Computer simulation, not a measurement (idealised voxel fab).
process module | voxel tone inversion
cross-section cut | 295 nm wide | cells 5 nm
A cross-section is a grid of square cells, given in bands from the top down. A band is one or more rows of cells.
Each band's line starts with the height of the band's top and of its bottom, in nm. Then come its materials from left to right, each with its width in nm. One material with "throughout" fills the band from edge to edge. "air" is empty space.
Height 0 is the level under which the wafer as received is all one material. The lowest band goes on downwards, as in "0 down".
A width such as "30 to 40" changes by the same amount from each row of cells to the next, from the band's top row to its bottom row.
"no change" after a step means that no cell of the cross-section changed.
closed voids: empty space of 8 cells or more with no open way to the top, each as width x height at its distance from the left edge, in nm
after a step's settings: what the simulator itself notes on the step
overlay nm, on a step with a mask: how far to the right of its planned place the mask lay; to the left if negative
plan
1 op RECEIVE | material Si
2 op CONFORMAL_DEP | material SiN | thk nm 10
3 op DIRECTIONAL_DEP | material polySi | thk nm 20
4 op PATTERN | tone cover | mask id POSTS | material resist | width nm 20 | pitch nm 50 | thk nm 30 | overlay nm 0
5 op DIRECTIONAL_ETCH | etch materials polySi | depth nm 20
6 op STRIP | etch materials resist
7 op FILL_DEP | material lowk | thk nm 10
8 op CMP | height nm 30
9 op STRIP | etch materials polySi
10 op CONFORMAL_DEP | material TiN | thk nm 5
11 op FILL_DEP | material Ru | thk nm 5
12 op CMP | height nm 30
13 op CONFORMAL_DEP | material SiCN | thk nm 5
first wafer, as planned
as received, after step 1
  0 down: Si throughout
  closed voids: none
after step 2
  10 to 0: SiN throughout
  below 0: unchanged
after step 3
  30 to 10: polySi throughout
  below 10: unchanged
after step 4
  60 to 30: air 110 | resist 20 | air 30 | resist 20 | air 115
  below 30: unchanged
after step 5
  60 to 30: air 110 | resist 20 | air 30 | resist 20 | air 115
  30 to 10: air 110 | polySi 20 | air 30 | polySi 20 | air 115
  below 10: unchanged
after step 6
  30 to 10: air 110 | polySi 20 | air 30 | polySi 20 | air 115
  below 10: unchanged
after step 7
  40 to 30: lowk throughout
  30 to 10: lowk 110 | polySi 20 | lowk 30 | polySi 20 | lowk 115
  below 10: unchanged
after step 8
  30 to 10: lowk 110 | polySi 20 | lowk 30 | polySi 20 | lowk 115
  below 10: unchanged
after step 9
  30 to 10: lowk 110 | air 20 | lowk 30 | air 20 | lowk 115
  below 10: unchanged
after step 10
  35 to 30: TiN 115 | air 10 | TiN 40 | air 10 | TiN 120
  30 to 15: lowk 110 | TiN 5 | air 10 | TiN 5 | lowk 30 | TiN 5 | air 10 | TiN 5 | lowk 115
  15 to 10: lowk 110 | TiN 20 | lowk 30 | TiN 20 | lowk 115
  below 10: unchanged
after step 11
  40 to 35: Ru throughout
  35 to 30: TiN 115 | Ru 10 | TiN 40 | Ru 10 | TiN 120
  30 to 15: lowk 110 | TiN 5 | Ru 10 | TiN 5 | lowk 30 | TiN 5 | Ru 10 | TiN 5 | lowk 115
  below 15: unchanged
after step 12
  30 to 15: lowk 110 | TiN 5 | Ru 10 | TiN 5 | lowk 30 | TiN 5 | Ru 10 | TiN 5 | lowk 115
  below 15: unchanged
after step 13
  35 to 30: SiCN throughout
  below 30: unchanged
second wafer: like start, like plan, one mistake. Through step 3 it matches the first wafer
when step 4 should have ended
  60 to 30: air 115 | resist 20 | air 30 | resist 20 | air 110
  below 30: unchanged
when step 5 should have ended
  60 to 30: air 115 | resist 20 | air 30 | resist 20 | air 110
  30 to 10: air 115 | polySi 20 | air 30 | polySi 20 | air 110
  below 10: unchanged
when step 6 should have ended
  30 to 10: air 115 | polySi 20 | air 30 | polySi 20 | air 110
  below 10: unchanged
when step 7 should have ended
  40 to 30: lowk throughout
  30 to 10: lowk 115 | polySi 20 | lowk 30 | polySi 20 | lowk 110
  below 10: unchanged
when step 8 should have ended
  30 to 10: lowk 115 | polySi 20 | lowk 30 | polySi 20 | lowk 110
  below 10: unchanged
when step 9 should have ended
  30 to 10: lowk 115 | air 20 | lowk 30 | air 20 | lowk 110
  below 10: unchanged
when step 10 should have ended
  35 to 30: TiN 120 | air 10 | TiN 40 | air 10 | TiN 115
  30 to 15: lowk 115 | TiN 5 | air 10 | TiN 5 | lowk 30 | TiN 5 | air 10 | TiN 5 | lowk 110
  15 to 10: lowk 115 | TiN 20 | lowk 30 | TiN 20 | lowk 110
  below 10: unchanged
when step 11 should have ended
  40 to 35: Ru throughout
  35 to 30: TiN 120 | Ru 10 | TiN 40 | Ru 10 | TiN 115
  30 to 15: lowk 115 | TiN 5 | Ru 10 | TiN 5 | lowk 30 | TiN 5 | Ru 10 | TiN 5 | lowk 110
  below 15: unchanged
when step 12 should have ended
  30 to 15: lowk 115 | TiN 5 | Ru 10 | TiN 5 | lowk 30 | TiN 5 | Ru 10 | TiN 5 | lowk 110
  below 15: unchanged
when step 13 should have ended
  35 to 30: SiCN throughout
  below 30: unchanged
what went wrong: step 4 ran as: op PATTERN | tone cover | mask id POSTS | material resist | width nm 20 | pitch nm 50 | thk nm 30 | overlay nm 5
at the end the second wafer has, in cells: as many of each material as the first, in other places
